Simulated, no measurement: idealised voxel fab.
Process module in this document: voxel self aligned contacts
Cross-section cut: width 265 nm, square cells of 5 nm.
Cross-section spec: square-cell grid; bands listed top down; each band is one or more rows. First you get the band's top height and its bottom height, in nm, and then the materials it's made of, left to right, with each width in nm. If you see a single material with "everywhere", that one covers the band edge to edge. "air" is empty space. Where do heights start? At 0: under that level the wafer as delivered is made of one material only. And the lowest band has no floor; it just carries on downward, as in "from 0 down". Read "30->40" as a graded width: first number on top, second number at the bottom, same change between each pair of neighbouring rows. Step note "nothing different" = no cross-section cell changed. Enclosed voids (no open way to top), threshold 8 cells or more, entry "Closed voids list", notation width x height at distance, distance from left edge, nm. Where a step's line continues beyond its settings, the continuation is a remark by the simulator itself on that step. overlay nm: step with mask; distance mask lay right of planned place; negative value = left of planned place.
[List of planned process steps]
- 1: RECEIVE with material Si
- 2: OXIDIZE with depth nm 5
- 3: DIRECTIONAL_DEP with material polySi, thk nm 20
- 4: DIRECTIONAL_DEP with material SiN, thk nm 20
- 5: MASKED_ETCH with tone cover, mask id GATE, width nm 35, pitch nm 60, etch materials SiN, depth nm 20, overlay nm 0
- 6: MASKED_ETCH with tone cover, mask id GATE, width nm 35, pitch nm 60, etch materials polySi, depth nm 20, overlay nm 0
- 7: CONFORMAL_DEP with material SiN, thk nm 5
- 8: DIRECTIONAL_ETCH with etch materials SiN, depth nm 5
- 9: FILL_DEP with material SiO2, thk nm 10
- 10: CMP with height nm 45
- 11: PATTERN with tone open, mask id CONTACT, material resist, width nm 45, thk nm 20, overlay nm 0
- 12: DIRECTIONAL_ETCH with etch materials SiO2, depth nm 50
- 13: STRIP with etch materials resist
- 14: CONFORMAL_DEP with material TiN, thk nm 5
- 15: FILL_DEP with material W, thk nm 10
- 16: CMP with height nm 45
- 17: CONFORMAL_DEP with material SiN, thk nm 5
[First out of two wafers; run went to plan]
[as received, after step 1]
- from 0 down: Si everywhere
- Closed voids list: none
[You're looking at a cross-section of the wafer after step 2]
- from 0 to -5: SiO2 everywhere
- Beneath the level -5, the cross-section is identical to its previous state.
[You're looking at a cross-section of the wafer after step 3]
- from 20 to 0: polySi everywhere
- Beneath the level 0, the cross-section is identical to its previous state.
[You're looking at a cross-section of the wafer after step 4]
- from 40 to 20: SiN everywhere
- Beneath the level 20, the cross-section is identical to its previous state.
[You're looking at a cross-section of the wafer after step 5]
- from 40 to 20: air=85, then SiN=35, then air=25, then SiN=35, then air=85
- Beneath the level 20, the cross-section is identical to its previous state.
[You're looking at a cross-section of the wafer after step 6]
- from 40 to 20: air=85, then SiN=35, then air=25, then SiN=35, then air=85
- from 20 to 0: air=85, then polySi=35, then air=25, then polySi=35, then air=85
- Beneath the level 0, the cross-section is identical to its previous state.
[You're looking at a cross-section of the wafer after step 7]
- from 45 to 20: air=80, then SiN=45, then air=15, then SiN=45, then air=80
- from 20 to 5: air=80, then SiN=5, then polySi=35, then SiN=5, then air=15, then SiN=5, then polySi=35, then SiN=5, then air=80
- from 5 to 0: SiN=85, then polySi=35, then SiN=25, then polySi=35, then SiN=85
- Beneath the level 0, the cross-section is identical to its previous state.
[You're looking at a cross-section of the wafer after step 8]
- from 40 to 20: air=80, then SiN=45, then air=15, then SiN=45, then air=80
- from 20 to 0: air=80, then SiN=5, then polySi=35, then SiN=5, then air=15, then SiN=5, then polySi=35, then SiN=5, then air=80
- Beneath the level 0, the cross-section is identical to its previous state.
[You're looking at a cross-section of the wafer after step 9]
- from 50 to 40: SiO2 everywhere
- from 40 to 20: SiO2=80, then SiN=45, then SiO2=15, then SiN=45, then SiO2=80
- from 20 to 0: SiO2=80, then SiN=5, then polySi=35, then SiN=5, then SiO2=15, then SiN=5, then polySi=35, then SiN=5, then SiO2=80
- Beneath the level 0, the cross-section is identical to its previous state.
[You're looking at a cross-section of the wafer after step 10]
- from 45 to 40: SiO2 everywhere
- Beneath the level 40, the cross-section is identical to its previous state.
[You're looking at a cross-section of the wafer after step 11]
- from 65 to 45: resist=110, then air=45, then resist=110
- Beneath the level 45, the cross-section is identical to its previous state.
[You're looking at a cross-section of the wafer after step 12]
- from 65 to 45: resist=110, then air=45, then resist=110
- from 45 to 40: SiO2=110, then air=45, then SiO2=110
- from 40 to 20: SiO2=80, then SiN=45, then air=15, then SiN=45, then SiO2=80
- from 20 to 0: SiO2=80, then SiN=5, then polySi=35, then SiN=5, then air=15, then SiN=5, then polySi=35, then SiN=5, then SiO2=80
- from 0 to -5: SiO2=125, then air=15, then SiO2=125
- Beneath the level -5, the cross-section is identical to its previous state.
[You're looking at a cross-section of the wafer after step 13]
- from 45 to 40: SiO2=110, then air=45, then SiO2=110
- Beneath the level 40, the cross-section is identical to its previous state.
[You're looking at a cross-section of the wafer after step 14]
- from 50 to 45: TiN=115, then air=35, then TiN=115
- from 45 to 40: SiO2=110, then TiN=20, then air=5, then TiN=20, then SiO2=110
- from 40 to 20: SiO2=80, then SiN=45, then TiN=5, then air=5, then TiN=5, then SiN=45, then SiO2=80
- from 20 to 0: SiO2=80, then SiN=5, then polySi=35, then SiN=5, then TiN=5, then air=5, then TiN=5, then SiN=5, then polySi=35, then SiN=5, then SiO2=80
- from 0 to -5: SiO2=125, then TiN=15, then SiO2=125
- Beneath the level -5, the cross-section is identical to its previous state.
[You're looking at a cross-section of the wafer after step 15]
- from 60 to 50: W everywhere
- from 50 to 45: TiN=115, then W=35, then TiN=115
- from 45 to 40: SiO2=110, then TiN=20, then W=5, then TiN=20, then SiO2=110
- from 40 to 20: SiO2=80, then SiN=45, then TiN=5, then W=5, then TiN=5, then SiN=45, then SiO2=80
- from 20 to 0: SiO2=80, then SiN=5, then polySi=35, then SiN=5, then TiN=5, then W=5, then TiN=5, then SiN=5, then polySi=35, then SiN=5, then SiO2=80
- Beneath the level 0, the cross-section is identical to its previous state.
[You're looking at a cross-section of the wafer after step 16]
- from 45 to 40: SiO2=110, then TiN=20, then W=5, then TiN=20, then SiO2=110
- Beneath the level 40, the cross-section is identical to its previous state.
[You're looking at a cross-section of the wafer after step 17]
- from 50 to 45: SiN everywhere
- Beneath the level 45, the cross-section is identical to its previous state.
[Wafer two of two - same starting point, same process plan, one mistake in execution; matches wafer one up to and including step 15]
[Planned end of step 16: second wafer, cross-section]
- from 50 to 45: TiN=115, then W=35, then TiN=115
- Beneath the level 45, the cross-section is identical to its previous state.
[Planned end of step 17: second wafer, cross-section]
- from 55 to 50: SiN everywhere
- Beneath the level 50, the cross-section is identical to its previous state.
Deviation from plan: not per plan at step 16, really ran CMP with height nm 50
Looking at both finished wafers in cells, the second ends up ahead of or behind the first on some materials: TiN +46; W +7
